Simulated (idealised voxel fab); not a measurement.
process module | voxel air gaps
cross-section cut | 170 nm wide | cells 5 nm
A cross-section is a grid of square cells, given in bands from the top down. A band is one or more rows of cells.
Each band's line starts with the height of the band's top and of its bottom, in nm. Then come its materials from left to right, each with its width in nm. One material with "throughout" fills the band from edge to edge. "air" is empty space.
Height 0 is the level under which the wafer as received is all one material. The lowest band goes on downwards, as in "0 down".
A width such as "30 to 40" changes by the same amount from each row of cells to the next, from the band's top row to its bottom row.
"no change" after a step means that no cell of the cross-section changed.
closed voids: empty space of 8 cells or more with no open way to the top, each as width x height at its distance from the left edge, in nm
after a step's settings: what the simulator itself notes on the step
overlay nm, on a step with a mask: how far to the right of its planned place the mask lay; to the left if negative
plan
1 op RECEIVE | material Si
2 op CONFORMAL_DEP | material SiO2 | thk nm 10
3 op CONFORMAL_DEP | material SiN | thk nm 5
4 op DIRECTIONAL_DEP | material lowk | thk nm 40
5 op DIRECTIONAL_DEP | material aC | thk nm 10
6 op PATTERN | tone open | mask id LINES | material resist | width nm 20 | pitch nm 45 | thk nm 25 | overlay nm 0
7 op DIRECTIONAL_ETCH | etch materials aC | depth nm 10
8 op STRIP | etch materials resist
9 op DIRECTIONAL_ETCH | etch materials lowk | depth nm 40
10 op STRIP | etch materials aC
11 op CONFORMAL_DEP | material TiN | thk nm 5
12 op FILL_DEP | material Ru | thk nm 10
13 op CMP | height nm 55
14 op EPI | material Ru | thk nm 10
15 op SELECTIVE_ETCH | etch materials lowk | depth nm 50
16 op CONFORMAL_DEP | material SiCN | thk nm 5
as received, after step 1
  0 down: Si throughout
  closed voids: none
first wafer at the end, as planned
  70 to 65: air 15 | SiCN 140 | air 15
  65 to 55: air 15 | SiCN 5 | Ru 40 | SiCN 5 | Ru 40 | SiCN 5 | Ru 40 | SiCN 5 | air 15
  55 to 50: air 15 | SiCN 15 | TiN 5 | Ru 10 | TiN 5 | SiCN 25 | TiN 5 | Ru 10 | TiN 5 | SiCN 25 | TiN 5 | Ru 10 | TiN 5 | SiCN 15 | air 15
  50 to 20: air 25 | SiCN 5 | TiN 5 | Ru 10 | TiN 5 | SiCN 5 | air 15 | SiCN 5 | TiN 5 | Ru 10 | TiN 5 | SiCN 5 | air 15 | SiCN 5 | TiN 5 | Ru 10 | TiN 5 | SiCN 5 | air 25
  20 to 15: SiCN 30 | TiN 20 | SiCN 25 | TiN 20 | SiCN 25 | TiN 20 | SiCN 30
  15 to 10: SiN throughout
  10 to 0: SiO2 throughout
  0 down: Si throughout
  closed voids: 15 x 30 at 55; 15 x 30 at 100
second wafer at the end: like start, like plan, one mistake
  80 to 65: air 5 | SiCN 160 | air 5
  65 to 55: air 5 | SiCN 15 | Ru 40 | SiCN 5 | Ru 40 | SiCN 5 | Ru 40 | SiCN 15 | air 5
  55 to 50: air 5 | SiCN 25 | TiN 5 | Ru 10 | TiN 5 | SiCN 25 | TiN 5 | Ru 10 | TiN 5 | SiCN 25 | TiN 5 | Ru 10 | TiN 5 | SiCN 25 | air 5
  50 to 40: air 5 | SiCN 25 | TiN 5 | Ru 10 | TiN 5 | SiCN 5 | air 15 | SiCN 5 | TiN 5 | Ru 10 | TiN 5 | SiCN 5 | air 15 | SiCN 5 | TiN 5 | Ru 10 | TiN 5 | SiCN 25 | air 5
  40 to 30: air 15 | SiCN 15 | TiN 5 | Ru 10 | TiN 5 | SiCN 5 | air 15 | SiCN 5 | TiN 5 | Ru 10 | TiN 5 | SiCN 5 | air 15 | SiCN 5 | TiN 5 | Ru 10 | TiN 5 | SiCN 15 | air 15
  30 to 20: SiCN 30 | TiN 5 | Ru 10 | TiN 5 | SiCN 5 | air 15 | SiCN 5 | TiN 5 | Ru 10 | TiN 5 | SiCN 5 | air 15 | SiCN 5 | TiN 5 | Ru 10 | TiN 5 | SiCN 30
  20 to 15: SiCN 30 | TiN 20 | SiCN 25 | TiN 20 | SiCN 25 | TiN 20 | SiCN 30
  15 to 10: SiN throughout
  10 to 0: SiO2 throughout
  0 down: Si throughout
  closed voids: 15 x 30 at 55; 15 x 30 at 100
what went wrong: step 16 ran as: op CONFORMAL_DEP | material SiCN | thk nm 15
at the end the second wafer has, in cells: 124 more of SiCN
